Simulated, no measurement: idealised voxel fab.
process module | voxel trench capacitor
cross-section cut | 175 nm wide | cells 5 nm
A cross-section is a grid of square cells, given in bands from the top down. A band is one or more rows of cells.
Each band's line starts with the height of the band's top and of its bottom, in nm. Then come its materials from left to right, each with its width in nm. One material with "throughout" fills the band from edge to edge. "air" is empty space.
Height 0 is the level under which the wafer as received is all one material. The lowest band goes on downwards, as in "0 down".
A width such as "30 to 40" changes by the same amount from each row of cells to the next, from the band's top row to its bottom row.
"no change" after a step means that no cell of the cross-section changed.
closed voids: empty space of 8 cells or more with no open way to the top, each as width x height at its distance from the left edge, in nm
after a step's settings: what the simulator itself notes on the step
overlay nm, on a step with a mask: how far to the right of its planned place the mask lay; to the left if negative
plan
1 op RECEIVE | material Si
2 op CONFORMAL_DEP | material SiN | thk nm 10
3 op PATTERN | tone open | mask id TRENCH | material resist | width nm 25 | pitch nm 45 | thk nm 15 | overlay nm 0
4 op DIRECTIONAL_ETCH | etch materials SiN | depth nm 10
5 op DIRECTIONAL_ETCH | etch materials Si | depth nm 40
6 op STRIP | etch materials resist
7 op CONFORMAL_DEP | material HfO2 | thk nm 5
8 op CONFORMAL_DEP | material TiN | thk nm 5
9 op FILL_DEP | material W | thk nm 5
10 op CMP | height nm 10
as received, after step 1
  0 down: Si throughout
  closed voids: none
a wafer at the end: this start, this plan, one mistake
  10 to 0: SiN 50 | TiN 5 | HfO2 5 | W 5 | HfO2 5 | TiN 5 | SiN 20 | TiN 5 | HfO2 5 | W 5 | HfO2 5 | TiN 5 | SiN 55
  0 to -30: Si 50 | TiN 5 | HfO2 5 | W 5 | HfO2 5 | TiN 5 | Si 20 | TiN 5 | HfO2 5 | W 5 | HfO2 5 | TiN 5 | Si 55
  -30 to -35: Si 50 | TiN 5 | HfO2 15 | TiN 5 | Si 20 | TiN 5 | HfO2 15 | TiN 5 | Si 55
  -35 to -40: Si 50 | TiN 25 | Si 20 | TiN 25 | Si 55
  -40 down: Si throughout
  closed voids: none
what went wrong: steps 7 and 8 were swapped
